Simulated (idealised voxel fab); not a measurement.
Process module name: voxel spacer lines
The cross-section on display is named cut; it measures 195 nm wide, and its cells are 5 nm squares.
Throughout this document, each cross-section is represented as a grid of square cells and is presented as a sequence of bands enumerated from the top downward, where a band comprises one or more rows of cells.
Band: top and bottom heights (nm) first, top before bottom; then materials from left to right, widths in nm. "everywhere" marks a sole material filling the band edge to edge. "blank" denotes empty space.
Heights are measured from 0, the level below which the as-received wafer is all one material; the lowest band has no bottom and continues downward, written as in "0..down".
The expression "30->40" gives the width at the extremes of the band, the first number at its top row of cells and the second at its bottom row, with the width changing by equal amounts from each row to the next in between.
Basically "remained unchanged" means that step didn't change any cell in the cross-section.
The list in "Closed void register" covers empty spaces of 8 cells or more that cannot reach the top through any open way, and it gives each as width x height at distance; the distance is from the left edge, and width, height and distance are in nm.
Heads up: the bit after the settings on a step's line is the simulator's remark on that step.
"overlay nm", when on a step's line for a step with a mask, measures how far to the right of its planned place the mask lay; a negative measure means to the left.
-- The process steps that were planned are listed below
1. RECEIVE | material Si
2. CONFORMAL_DEP | material Al2O3 | thk nm 10
3. DIRECTIONAL_DEP | material W | thk nm 15
4. DIRECTIONAL_DEP | material polySi | thk nm 25
5. PATTERN | tone cover | mask id MANDREL | material resist | width nm 20 | pitch nm 60 | thk nm 30 | overlay nm 0
6. DIRECTIONAL_ETCH | etch materials polySi | depth nm 25
7. STRIP | etch materials resist
8. CONFORMAL_DEP | material SiO2 | thk nm 10
9. DIRECTIONAL_ETCH | etch materials SiO2 | depth nm 10
10. STRIP | etch materials polySi
11. DIRECTIONAL_ETCH | etch materials W | depth nm 15
12. STRIP | etch materials SiO2
-- The first of a set of two wafers, run to plan
-- As-received state of the wafer in cross-section, equivalent to post-step 1
- 0..down: Si everywhere
- Closed void register: none
-- Wafer after step 2 (cross-section)
- 10..0: Al2O3 everywhere
- Note: structure below 0 unchanged.
-- Wafer after step 3 (cross-section)
- 25..10: W everywhere
- Note: structure below 10 unchanged.
-- Wafer after step 4 (cross-section)
- 50..25: polySi everywhere
- Note: structure below 25 unchanged.
-- Wafer after step 5 (cross-section)
- 80..50: 25 blank / 20 resist / 40 blank / 20 resist / 40 blank / 20 resist / 30 blank
- Note: structure below 50 unchanged.
-- Wafer after step 6 (cross-section)
- 80..50: 25 blank / 20 resist / 40 blank / 20 resist / 40 blank / 20 resist / 30 blank
- 50..25: 25 blank / 20 polySi / 40 blank / 20 polySi / 40 blank / 20 polySi / 30 blank
- Note: structure below 25 unchanged.
-- Wafer after step 7 (cross-section)
- 50..25: 25 blank / 20 polySi / 40 blank / 20 polySi / 40 blank / 20 polySi / 30 blank
- Note: structure below 25 unchanged.
-- Wafer after step 8 (cross-section)
- 60..50: 15 blank / 40 SiO2 / 20 blank / 40 SiO2 / 20 blank / 40 SiO2 / 20 blank
- 50..35: 15 blank / 10 SiO2 / 20 polySi / 10 SiO2 / 20 blank / 10 SiO2 / 20 polySi / 10 SiO2 / 20 blank / 10 SiO2 / 20 polySi / 10 SiO2 / 20 blank
- 35..25: 25 SiO2 / 20 polySi / 40 SiO2 / 20 polySi / 40 SiO2 / 20 polySi / 30 SiO2
- Note: structure below 25 unchanged.
-- Wafer after step 9 (cross-section)
- 50..25: 15 blank / 10 SiO2 / 20 polySi / 10 SiO2 / 20 blank / 10 SiO2 / 20 polySi / 10 SiO2 / 20 blank / 10 SiO2 / 20 polySi / 10 SiO2 / 20 blank
- Note: structure below 25 unchanged.
-- Wafer after step 10 (cross-section)
- 50..25: 15 blank / 10 SiO2 / 20 blank / 10 SiO2 / 20 blank / 10 SiO2 / 20 blank / 10 SiO2 / 20 blank / 10 SiO2 / 20 blank / 10 SiO2 / 20 blank
- Note: structure below 25 unchanged.
-- Wafer after step 11 (cross-section)
- 50..25: 15 blank / 10 SiO2 / 20 blank / 10 SiO2 / 20 blank / 10 SiO2 / 20 blank / 10 SiO2 / 20 blank / 10 SiO2 / 20 blank / 10 SiO2 / 20 blank
- 25..10: 15 blank / 10 W / 20 blank / 10 W / 20 blank / 10 W / 20 blank / 10 W / 20 blank / 10 W / 20 blank / 10 W / 20 blank
- Note: structure below 10 unchanged.
-- Wafer after step 12 (cross-section)
- 25..10: 15 blank / 10 W / 20 blank / 10 W / 20 blank / 10 W / 20 blank / 10 W / 20 blank / 10 W / 20 blank / 10 W / 20 blank
- Note: structure below 10 unchanged.
-- Wafer two: like wafer one in start and plan, but with one mistake in execution; identical up to and including step 4
-- X-section, second wafer, when step 5 was due to finish
- 80..50: 30 blank / 15 resist / 45 blank / 15 resist / 45 blank / 15 resist / 30 blank
- Note: structure below 50 unchanged.
-- X-section, second wafer, when step 6 was due to finish
- 80..50: 30 blank / 15 resist / 45 blank / 15 resist / 45 blank / 15 resist / 30 blank
- 50..25: 30 blank / 15 polySi / 45 blank / 15 polySi / 45 blank / 15 polySi / 30 blank
- Note: structure below 25 unchanged.
-- X-section, second wafer, when step 7 was due to finish
- 50..25: 30 blank / 15 polySi / 45 blank / 15 polySi / 45 blank / 15 polySi / 30 blank
- Note: structure below 25 unchanged.
-- X-section, second wafer, when step 8 was due to finish
- 60..50: 20 blank / 35 SiO2 / 25 blank / 35 SiO2 / 25 blank / 35 SiO2 / 20 blank
- 50..35: 20 blank / 10 SiO2 / 15 polySi / 10 SiO2 / 25 blank / 10 SiO2 / 15 polySi / 10 SiO2 / 25 blank / 10 SiO2 / 15 polySi / 10 SiO2 / 20 blank
- 35..25: 30 SiO2 / 15 polySi / 45 SiO2 / 15 polySi / 45 SiO2 / 15 polySi / 30 SiO2
- Note: structure below 25 unchanged.
-- X-section, second wafer, when step 9 was due to finish
- 50..25: 20 blank / 10 SiO2 / 15 polySi / 10 SiO2 / 25 blank / 10 SiO2 / 15 polySi / 10 SiO2 / 25 blank / 10 SiO2 / 15 polySi / 10 SiO2 / 20 blank
- Note: structure below 25 unchanged.
-- X-section, second wafer, when step 10 was due to finish
- 50..25: 20 blank / 10 SiO2 / 15 blank / 10 SiO2 / 25 blank / 10 SiO2 / 15 blank / 10 SiO2 / 25 blank / 10 SiO2 / 15 blank / 10 SiO2 / 20 blank
- Note: structure below 25 unchanged.
-- X-section, second wafer, when step 11 was due to finish
- 50..25: 20 blank / 10 SiO2 / 15 blank / 10 SiO2 / 25 blank / 10 SiO2 / 15 blank / 10 SiO2 / 25 blank / 10 SiO2 / 15 blank / 10 SiO2 / 20 blank
- 25..10: 20 blank / 10 W / 15 blank / 10 W / 25 blank / 10 W / 15 blank / 10 W / 25 blank / 10 W / 15 blank / 10 W / 20 blank
- Note: structure below 10 unchanged.
-- X-section, second wafer, when step 12 was due to finish
- 25..10: 20 blank / 10 W / 15 blank / 10 W / 25 blank / 10 W / 15 blank / 10 W / 25 blank / 10 W / 15 blank / 10 W / 20 blank
- Note: structure below 10 unchanged.
Plan not followed: heads up, step 5 didn't go per plan, it actually ran as PATTERN | tone cover | mask id MANDREL | material resist | width nm 15 | pitch nm 60 | thk nm 30 | overlay nm 0
At the close, every material occupies the same number of cells on the second wafer as on the first, only in different positions.
